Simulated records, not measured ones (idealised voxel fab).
process module | voxel spacer lines
cross-section cut | 150 nm wide | cells 5 nm
A cross-section is a grid of square cells, given in bands from the top down. A band is one or more rows of cells.
Each band's line starts with the height of the band's top and of its bottom, in nm. Then come its materials from left to right, each with its width in nm. One material with "throughout" fills the band from edge to edge. "air" is empty space.
Height 0 is the level under which the wafer as received is all one material. The lowest band goes on downwards, as in "0 down".
A width such as "30 to 40" changes by the same amount from each row of cells to the next, from the band's top row to its bottom row.
"no change" after a step means that no cell of the cross-section changed.
closed voids: empty space of 8 cells or more with no open way to the top, each as width x height at its distance from the left edge, in nm
after a step's settings: what the simulator itself notes on the step
overlay nm, on a step with a mask: how far to the right of its planned place the mask lay; to the left if negative
plan
1 op RECEIVE | material Si
2 op CONFORMAL_DEP | material Al2O3 | thk nm 5
3 op DIRECTIONAL_DEP | material SiN | thk nm 20
4 op DIRECTIONAL_DEP | material aC | thk nm 20
5 op PATTERN | tone cover | mask id MANDREL | material resist | width nm 25 | pitch nm 80 | thk nm 30 | overlay nm 0
6 op DIRECTIONAL_ETCH | etch materials aC | depth nm 20
7 op STRIP | etch materials resist
8 op CONFORMAL_DEP | material SiO2 | thk nm 15
9 op DIRECTIONAL_ETCH | etch materials SiO2 | depth nm 15
10 op STRIP | etch materials aC
11 op DIRECTIONAL_ETCH | etch materials SiN | depth nm 20
12 op STRIP | etch materials SiO2
as received, after step 1
  0 down: Si throughout
  closed voids: none
a wafer at the end: this start, this plan, one mistake
  60 to 45: air 5 | Al2O3 55 | air 25 | Al2O3 55 | air 10
  45 to 40: air 5 | Al2O3 15 | aC 25 | Al2O3 15 | air 25 | Al2O3 15 | aC 25 | Al2O3 15 | air 10
  40 to 25: Al2O3 20 | aC 25 | Al2O3 55 | aC 25 | Al2O3 25
  25 to 5: SiN throughout
  5 to 0: Al2O3 throughout
  0 down: Si throughout
  closed voids: none
what went wrong: step 8 ran as: op CONFORMAL_DEP | material Al2O3 | thk nm 15
